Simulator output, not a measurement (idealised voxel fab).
Title: Process Module voxel gate over fins
155 nm wide, 5 nm square cells: that's cross-section cut.
Cross-section, as written here: a square-cell grid given band by band from the top down, where a band holds one or more rows of cells. Basically the band line says how high the top is and how high the bottom is, in nm, and then what's in it from left to right, every material with its width in nm. Empty space shows up as "air", and if a single material carries "edge to edge" it runs the full band edge to edge. The reference from which all heights are counted is 0, the level beneath which the as-received wafer is entirely one material; the lowest band, having no lower bound, proceeds downward and is written after the example "z 0 and below". When a width is written as two numbers, as in "30..40", the first number is the width in the top row of cells of the band and the second is the width in its bottom row, and the width changes by the same amount from each row to the next. "no alterations made" means the step left every cell of the cross-section as it was. Entry "Unvented voids" = empty spaces >= 8 cells with no open way to the top; each as width x height at distance, distance from left edge, all nm. That trailing text on a step's line, after the settings, is the simulator's own remark on the step. For masked steps, "overlay nm" on the step line gives how far right of plan the mask actually lay; a minus sign means it lay to the left.

# Set out below are the planned steps of the process
step 1: RECEIVE, material Si
step 2: CONFORMAL_DEP, material SiN, thk nm 10
step 3: DIRECTIONAL_DEP, material aC, thk nm 10
step 4: PATTERN, tone cover, mask id FINS, material resist, width nm 15, pitch nm 35, thk nm 30, overlay nm 0
step 5: DIRECTIONAL_ETCH, etch materials aC, depth nm 10
step 6: STRIP, etch materials resist
step 7: DIRECTIONAL_ETCH, etch materials SiN, depth nm 10
step 8: DIRECTIONAL_ETCH, etch materials Si, depth nm 40
step 9: STRIP, etch materials aC
step 10: FILL_DEP, material SiO2, thk nm 10
step 11: CMP, height nm 10
step 12: SELECTIVE_ETCH, etch materials SiO2, depth nm 20
step 13: STRIP, etch materials SiN
step 14: CONFORMAL_DEP, material HfO2, thk nm 5
step 15: CONFORMAL_DEP, material TiN, thk nm 5
step 16: CONFORMAL_DEP, material TiAl, thk nm 5
step 17: CONFORMAL_DEP, material TiN, thk nm 5
step 18: FILL_DEP, material W, thk nm 15
step 19: CMP, height nm 30
step 20: CONFORMAL_DEP, material SiN, thk nm 5

# Incoming wafer in cross-section (state: after step 1)
> z 0 and below  Si edge to edge
> Unvented voids: none

# End-of-module cross-section of the first of two wafers, processed as planned
> z 35 to 30  SiN edge to edge
> z 30 to 20  W edge to edge
> z 20 to 15  W 15, TiN 125, W 15
> z 15 to 10  W 15, TiN 5, TiAl 115, TiN 5, W 15
> z 10 to 5  TiN 20, TiAl 5, TiN 105, TiAl 5, TiN 20
> z 5 to 0  TiAl 25, TiN 5, HfO2 25, TiN 10, HfO2 25, TiN 10, HfO2 25, TiN 5, TiAl 25
> z 0 to -5  TiN 30, HfO2 5, Si 15, HfO2 5, TiN 10, HfO2 5, Si 15, HfO2 5, TiN 10, HfO2 5, Si 15, HfO2 5, TiN 30
> z -5 to -10  HfO2 35, Si 15, HfO2 20, Si 15, HfO2 20, Si 15, HfO2 35
> z -10 to -40  SiO2 35, Si 15, SiO2 20, Si 15, SiO2 20, Si 15, SiO2 35
> z -40 and below  Si edge to edge
> Unvented voids: none

# Wafer two, end of module, cross-section. Same start, same plan as wafer one. One mistake in the run
> z 35 to 30  SiN edge to edge
> z 30 to 20  W edge to edge
> z 20 to 15  W 15, TiN 125, W 15
> z 15 to 10  W 15, TiN 5, TiAl 115, TiN 5, W 15
> z 10 to 5  W 15, TiN 5, TiAl 5, TiN 105, TiAl 5, TiN 5, W 15
> z 5 to 0  W 15, TiN 5, TiAl 5, TiN 5, HfO2 25, TiN 10, HfO2 25, TiN 10, HfO2 25, TiN 5, TiAl 5, TiN 5, W 15
> z 0 to -10  W 15, TiN 5, TiAl 5, TiN 5, HfO2 5, Si 15, HfO2 5, TiN 10, HfO2 5, Si 15, HfO2 5, TiN 10, HfO2 5, Si 15, HfO2 5, TiN 5, TiAl 5, TiN 5, W 15
> z -10 to -15  TiN 20, TiAl 5, TiN 5, HfO2 5, Si 15, HfO2 5, TiN 10, HfO2 5, Si 15, HfO2 5, TiN 10, HfO2 5, Si 15, HfO2 5, TiN 5, TiAl 5, TiN 20
> z -15 to -20  TiAl 25, TiN 5, HfO2 5, Si 15, HfO2 5, TiN 10, HfO2 5, Si 15, HfO2 5, TiN 10, HfO2 5, Si 15, HfO2 5, TiN 5, TiAl 25
> z -20 to -25  TiN 30, HfO2 5, Si 15, HfO2 5, TiN 10, HfO2 5, Si 15, HfO2 5, TiN 10, HfO2 5, Si 15, HfO2 5, TiN 30
> z -25 to -30  HfO2 35, Si 15, HfO2 20, Si 15, HfO2 20, Si 15, HfO2 35
> z -30 to -40  SiO2 35, Si 15, SiO2 20, Si 15, SiO2 20, Si 15, SiO2 35
> z -40 and below  Si edge to edge
> Unvented voids: none
What was the processing mistake? plan step 12 was conducted twice
Final cells, second wafer relative to first, materials higher or lower: HfO2 +24; SiO2 -88; TiAl +8; TiN +32; W +24
